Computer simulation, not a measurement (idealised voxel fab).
process module | voxel released beams
cross-section cut | 230 nm wide | cells 5 nm
A cross-section is a grid of square cells, given in bands from the top down. A band is one or more rows of cells.
Each band's line starts with the height of the band's top and of its bottom, in nm. Then come its materials from left to right, each with its width in nm. One material with "throughout" fills the band from edge to edge. "air" is empty space.
Height 0 is the level under which the wafer as received is all one material. The lowest band goes on downwards, as in "0 down".
A width such as "30 to 40" changes by the same amount from each row of cells to the next, from the band's top row to its bottom row.
"no change" after a step means that no cell of the cross-section changed.
closed voids: empty space of 8 cells or more with no open way to the top, each as width x height at its distance from the left edge, in nm
after a step's settings: what the simulator itself notes on the step
overlay nm, on a step with a mask: how far to the right of its planned place the mask lay; to the left if negative
plan
1 op RECEIVE | material Si
2 op CONFORMAL_DEP | material SiN | thk nm 5
3 op DIRECTIONAL_DEP | material SiO2 | thk nm 10
4 op DIRECTIONAL_DEP | material aC | thk nm 10
5 op PATTERN | tone open | mask id ANCHOR | material resist | width nm 45 | thk nm 30 | overlay nm 0
6 op DIRECTIONAL_ETCH | etch materials aC | depth nm 10
7 op STRIP | etch materials resist
8 op DIRECTIONAL_ETCH | etch materials SiO2 | depth nm 10
9 op STRIP | etch materials aC
10 op CONFORMAL_DEP | material TiN | thk nm 15
11 op PATTERN | tone cover | mask id BEAM | material resist | width nm 120 | thk nm 15 | overlay nm 0
12 op DIRECTIONAL_ETCH | etch materials TiN | depth nm 15
13 op STRIP | etch materials resist
14 op STRIP | etch materials SiO2
as received, after step 1
  0 down: Si throughout
  closed voids: none
first wafer at the end, as planned
  30 to 20: air 50 | TiN 20 | air 15 | TiN 85 | air 60
  20 to 15: air 50 | TiN 120 | air 60
  15 to 5: air 55 | TiN 45 | air 130
  5 to 0: SiN throughout
  0 down: Si throughout
  closed voids: none
second wafer at the end: like start, like plan, one mistake
  30 to 20: air 50 | TiN 65 | air 115
  20 to 15: air 50 | TiN 120 | air 60
  15 to 5: air 40 | TiN 15 | SiO2 45 | TiN 70 | air 60
  5 to 0: SiN throughout
  0 down: Si throughout
  closed voids: none
what went wrong: step 5 ran as: op PATTERN | tone cover | mask id ANCHOR | material resist | width nm 45 | thk nm 30 | overlay nm 0
at the end the second wafer has, in cells: 18 more of SiO2
